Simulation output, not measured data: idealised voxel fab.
process module | voxel self aligned contacts
cross-section cut | 250 nm wide | cells 5 nm
A cross-section is a grid of square cells, given in bands from the top down. A band is one or more rows of cells.
Each band's line starts with the height of the band's top and of its bottom, in nm. Then come its materials from left to right, each with its width in nm. One material with "throughout" fills the band from edge to edge. "air" is empty space.
Height 0 is the level under which the wafer as received is all one material. The lowest band goes on downwards, as in "0 down".
A width such as "30 to 40" changes by the same amount from each row of cells to the next, from the band's top row to its bottom row.
"no change" after a step means that no cell of the cross-section changed.
closed voids: empty space of 8 cells or more with no open way to the top, each as width x height at its distance from the left edge, in nm
after a step's settings: what the simulator itself notes on the step
overlay nm, on a step with a mask: how far to the right of its planned place the mask lay; to the left if negative
Each pair below shows a cross-section before one step and the cross-section after it, down to the lowest band that changed. The line under each pair gives the step between them, with its settings. The pairs can come from different runs of this module on the same starting wafer, so a pair continues from the pair above only where its "before" says so.
before
  75 to 60: resist 85 | air 35 | resist 25 | air 35 | resist 70
  60 to 50: SiO2 throughout
  50 to 35: SiO2 40 | SiN 45 | SiO2 15 | SiN 45 | SiO2 15 | SiN 45 | SiO2 45
  35 to 5: SiO2 40 | SiN 5 | polySi 35 | SiN 5 | SiO2 15 | SiN 5 | polySi 35 | SiN 5 | SiO2 15 | SiN 5 | polySi 35 | SiN 5 | SiO2 45
  5 to 0: SiO2 throughout
  0 down: Si throughout
  closed voids: none
after
  75 to 60: resist 85 | air 35 | resist 25 | air 35 | resist 70
  60 to 50: SiO2 85 | air 35 | SiO2 25 | air 35 | SiO2 70
  50 to 35: SiO2 40 | SiN 45 | air 15 | SiN 45 | air 15 | SiN 45 | SiO2 45
  35 to 5: SiO2 40 | SiN 5 | polySi 35 | SiN 5 | air 15 | SiN 5 | polySi 35 | SiN 5 | air 15 | SiN 5 | polySi 35 | SiN 5 | SiO2 45
  5 to 0: SiO2 85 | air 15 | SiO2 45 | air 15 | SiO2 90
  below 0: unchanged
  closed voids: none
the step between: op DIRECTIONAL_ETCH | etch materials SiO2 | depth nm 60
before: the cross-section after the pair above
after
  60 to 50: SiO2 85 | air 35 | SiO2 25 | air 35 | SiO2 70
  below 50: unchanged
  closed voids: none
the step between: op STRIP | etch materials resist
before: the cross-section after the pair above
after
  65 to 60: TiN 90 | air 25 | TiN 35 | air 25 | TiN 75
  60 to 50: SiO2 85 | TiN 5 | air 25 to 5 | TiN 5 to 25 | SiO2 25 | TiN 5 | air 25 to 5 | TiN 5 to 25 | SiO2 70
  50 to 35: SiO2 40 | SiN 45 | TiN 5 | air 5 | TiN 5 | SiN 45 | TiN 5 | air 5 | TiN 5 | SiN 45 | SiO2 45
  35 to 5: SiO2 40 | SiN 5 | polySi 35 | SiN 5 | TiN 5 | air 5 | TiN 5 | SiN 5 | polySi 35 | SiN 5 | TiN 5 | air 5 | TiN 5 | SiN 5 | polySi 35 | SiN 5 | SiO2 45
  5 to 0: SiO2 85 | TiN 15 | SiO2 45 | TiN 15 | SiO2 90
  below 0: unchanged
  closed voids: none
the step between: op CONFORMAL_DEP | material TiN | thk nm 5
before: the cross-section after the pair above
after
  70 to 65: Ru throughout
  65 to 60: TiN 90 | Ru 25 | TiN 35 | Ru 25 | TiN 75
  60 to 50: SiO2 85 | TiN 5 | Ru 25 to 5 | TiN 5 to 25 | SiO2 25 | TiN 5 | Ru 25 to 5 | TiN 5 to 25 | SiO2 70
  50 to 35: SiO2 40 | SiN 45 | TiN 5 | Ru 5 | TiN 5 | SiN 45 | TiN 5 | Ru 5 | TiN 5 | SiN 45 | SiO2 45
  35 to 5: SiO2 40 | SiN 5 | polySi 35 | SiN 5 | TiN 5 | Ru 5 | TiN 5 | SiN 5 | polySi 35 | SiN 5 | TiN 5 | Ru 5 | TiN 5 | SiN 5 | polySi 35 | SiN 5 | SiO2 45
  below 5: unchanged
  closed voids: none
the step between: op FILL_DEP | material Ru | thk nm 5
before: the cross-section after the pair above
after
  60 to 50: SiO2 85 | TiN 5 | Ru 25 to 5 | TiN 5 to 25 | SiO2 25 | TiN 5 | Ru 25 to 5 | TiN 5 to 25 | SiO2 70
  below 50: unchanged
  closed voids: none
the step between: op CMP | height nm 60
before: the cross-section after the pair above
after
  65 to 60: SiCN throughout
  below 60: unchanged
  closed voids: none
the step between: op CONFORMAL_DEP | material SiCN | thk nm 5
before
  5 to 0: SiO2 throughout
  0 down: Si throughout
  closed voids: none
after
  35 to 5: SiN throughout
  below 5: unchanged
  closed voids: none
the step between: op DIRECTIONAL_DEP | material SiN | thk nm 30
before: the cross-section after the pair above
after
  50 to 5: SiN throughout
  below 5: unchanged
  closed voids: none
the step between: op DIRECTIONAL_DEP | material SiN | thk nm 15
before: the cross-section after the pair above
after
  65 to 50: air 45 | resist 35 | air 25 | resist 35 | air 25 | resist 35 | air 50
  below 50: unchanged
  closed voids: none
the step between: op PATTERN | tone cover | mask id GATE | material resist | width nm 35 | pitch nm 60 | thk nm 15 | overlay nm 0
before: the cross-section after the pair above
after
  65 to 50: air 45 | resist 35 | air 25 | resist 35 | air 25 | resist 35 | air 50
  50 to 35: air 45 | SiN 35 | air 25 | SiN 35 | air 25 | SiN 35 | air 50
  below 35: unchanged
  closed voids: none
the step between: op DIRECTIONAL_ETCH | etch materials SiN | depth nm 15
before: the cross-section after the pair above
after
  50 to 35: air 45 | SiN 35 | air 25 | SiN 35 | air 25 | SiN 35 | air 50
  below 35: unchanged
  closed voids: none
the step between: op STRIP | etch materials resist
before: the cross-section after the pair above
after
  55 to 40: air 40 | SiN 45 | air 15 | SiN 45 | air 15 | SiN 45 | air 45
  40 to 5: SiN throughout
  below 5: unchanged
  closed voids: none
the step between: op CONFORMAL_DEP | material SiN | thk nm 5
before: the cross-section after the pair above
after
  50 to 35: air 40 | SiN 45 | air 15 | SiN 45 | air 15 | SiN 45 | air 45
  below 35: unchanged
  closed voids: none
the step between: op DIRECTIONAL_ETCH | etch materials SiN | depth nm 5
before: the cross-section after the pair above
after
  65 to 50: SiO2 throughout
  50 to 35: SiO2 40 | SiN 45 | SiO2 15 | SiN 45 | SiO2 15 | SiN 45 | SiO2 45
  below 35: unchanged
  closed voids: none
the step between: op FILL_DEP | material SiO2 | thk nm 15
before: the cross-section after the pair above
after
  60 to 50: SiO2 throughout
  below 50: unchanged
  closed voids: none
the step between: op CMP | height nm 60
before: the cross-section after the pair above
after
  75 to 60: resist 75 | air 35 | resist 25 | air 35 | resist 80
  below 60: unchanged
  closed voids: none
the step between: op PATTERN | tone open | mask id CONTACT | material resist | width nm 35 | pitch nm 60 | thk nm 15 | overlay nm 0
before: the cross-section after the pair above
after
  75 to 60: resist 75 | air 35 | resist 25 | air 35 | resist 80
  60 to 50: SiO2 75 | air 35 | SiO2 25 | air 35 | SiO2 80
  50 to 35: SiO2 40 | SiN 45 | air 15 | SiN 45 | air 15 | SiN 45 | SiO2 45
  below 35: unchanged
  closed voids: none
the step between: op DIRECTIONAL_ETCH | etch materials SiO2 | depth nm 60
before: the cross-section after the pair above
after
  60 to 50: SiO2 75 | air 35 | SiO2 25 | air 35 | SiO2 80
  below 50: unchanged
  closed voids: none
the step between: op STRIP | etch materials resist
before: the cross-section after the pair above
after
  65 to 60: TiN 80 | air 25 | TiN 35 | air 25 | TiN 85
  60 to 50: SiO2 75 | TiN 5 to 15 | air 25 to 5 | TiN 5 to 15 | SiO2 25 | TiN 5 to 15 | air 25 to 5 | TiN 5 to 15 | SiO2 80
  50 to 40: SiO2 40 | SiN 45 | TiN 5 | air 5 | TiN 5 | SiN 45 | TiN 5 | air 5 | TiN 5 | SiN 45 | SiO2 45
  40 to 35: SiO2 40 | SiN 45 | TiN 15 | SiN 45 | TiN 15 | SiN 45 | SiO2 45
  below 35: unchanged
  closed voids: none
the step between: op CONFORMAL_DEP | material TiN | thk nm 5
before: the cross-section after the pair above
after
  70 to 65: Ru throughout
  65 to 60: TiN 80 | Ru 25 | TiN 35 | Ru 25 | TiN 85
  60 to 50: SiO2 75 | TiN 5 to 15 | Ru 25 to 5 | TiN 5 to 15 | SiO2 25 | TiN 5 to 15 | Ru 25 to 5 | TiN 5 to 15 | SiO2 80
  50 to 40: SiO2 40 | SiN 45 | TiN 5 | Ru 5 | TiN 5 | SiN 45 | TiN 5 | Ru 5 | TiN 5 | SiN 45 | SiO2 45
  below 40: unchanged
  closed voids: none
the step between: op FILL_DEP | material Ru | thk nm 5
before: the cross-section after the pair above
after
  60 to 50: SiO2 75 | TiN 5 to 15 | Ru 25 to 5 | TiN 5 to 15 | SiO2 25 | TiN 5 to 15 | Ru 25 to 5 | TiN 5 to 15 | SiO2 80
  below 50: unchanged
  closed voids: none
the step between: op CMP | height nm 60
before: the cross-section after the pair above
after
  65 to 60: SiCN throughout
  below 60: unchanged
  closed voids: none
the step between: op CONFORMAL_DEP | material SiCN | thk nm 5
before
  60 to 50: SiO2 throughout
  50 to 35: SiO2 40 | SiN 45 | SiO2 15 | SiN 45 | SiO2 15 | SiN 45 | SiO2 45
  35 to 5: SiO2 40 | SiN 5 | polySi 35 | SiN 5 | SiO2 15 | SiN 5 | polySi 35 | SiN 5 | SiO2 15 | SiN 5 | polySi 35 | SiN 5 | SiO2 45
  5 to 0: SiO2 throughout
  0 down: Si throughout
  closed voids: none
after
  75 to 60: air 75 | resist 35 | air 25 | resist 35 | air 80
  below 60: unchanged
  closed voids: none
the step between: op PATTERN | tone cover | mask id CONTACT | material resist | width nm 35 | pitch nm 60 | thk nm 15 | overlay nm 0
before: the cross-section after the pair above
after
  75 to 60: air 75 | resist 35 | air 25 | resist 35 | air 80
  60 to 50: air 75 | SiO2 35 | air 25 | SiO2 35 | air 80
  50 to 35: air 40 | SiN 45 | SiO2 15 | SiN 45 | SiO2 15 | SiN 45 | air 45
  35 to 5: air 40 | SiN 5 | polySi 35 | SiN 5 | SiO2 15 | SiN 5 | polySi 35 | SiN 5 | SiO2 15 | SiN 5 | polySi 35 | SiN 5 | air 45
  5 to 0: air 40 | SiO2 165 | air 45
  below 0: unchanged
  closed voids: none
the step between: op DIRECTIONAL_ETCH | etch materials SiO2 | depth nm 60
before: the cross-section after the pair above
after
  60 to 50: air 75 | SiO2 35 | air 25 | SiO2 35 | air 80
  below 50: unchanged
  closed voids: none
the step between: op STRIP | etch materials resist
before: the cross-section after the pair above
after
  65 to 60: air 70 | TiN 45 | air 15 | TiN 45 | air 75
  60 to 55: air 70 | TiN 5 | SiO2 35 | TiN 5 | air 15 | TiN 5 | SiO2 35 | TiN 5 | air 75
  55 to 50: air 35 | TiN 40 | SiO2 35 | TiN 25 | SiO2 35 | TiN 40 | air 40
  50 to 35: air 35 | TiN 5 | SiN 45 | SiO2 15 | SiN 45 | SiO2 15 | SiN 45 | TiN 5 | air 40
  35 to 5: air 35 | TiN 5 | SiN 5 | polySi 35 | SiN 5 | SiO2 15 | SiN 5 | polySi 35 | SiN 5 | SiO2 15 | SiN 5 | polySi 35 | SiN 5 | TiN 5 | air 40
  5 to 0: TiN 40 | SiO2 165 | TiN 45
  below 0: unchanged
  closed voids: none
the step between: op CONFORMAL_DEP | material TiN | thk nm 5
before: the cross-section after the pair above
after
  70 to 65: Ru throughout
  65 to 60: Ru 70 | TiN 45 | Ru 15 | TiN 45 | Ru 75
  60 to 55: Ru 70 | TiN 5 | SiO2 35 | TiN 5 | Ru 15 | TiN 5 | SiO2 35 | TiN 5 | Ru 75
  55 to 50: Ru 35 | TiN 40 | SiO2 35 | TiN 25 | SiO2 35 | TiN 40 | Ru 40
  50 to 35: Ru 35 | TiN 5 | SiN 45 | SiO2 15 | SiN 45 | SiO2 15 | SiN 45 | TiN 5 | Ru 40
  35 to 5: Ru 35 | TiN 5 | SiN 5 | polySi 35 | SiN 5 | SiO2 15 | SiN 5 | polySi 35 | SiN 5 | SiO2 15 | SiN 5 | polySi 35 | SiN 5 | TiN 5 | Ru 40
  below 5: unchanged
  closed voids: none
the step between: op FILL_DEP | material Ru | thk nm 5
before: the cross-section after the pair above
after
  60 to 55: Ru 70 | TiN 5 | SiO2 35 | TiN 5 | Ru 15 | TiN 5 | SiO2 35 | TiN 5 | Ru 75
  below 55: unchanged
  closed voids: none
the step between: op CMP | height nm 60
before: the cross-section after the pair above
after
  65 to 60: SiCN throughout
  below 60: unchanged
  closed voids: none
the step between: op CONFORMAL_DEP | material SiCN | thk nm 5
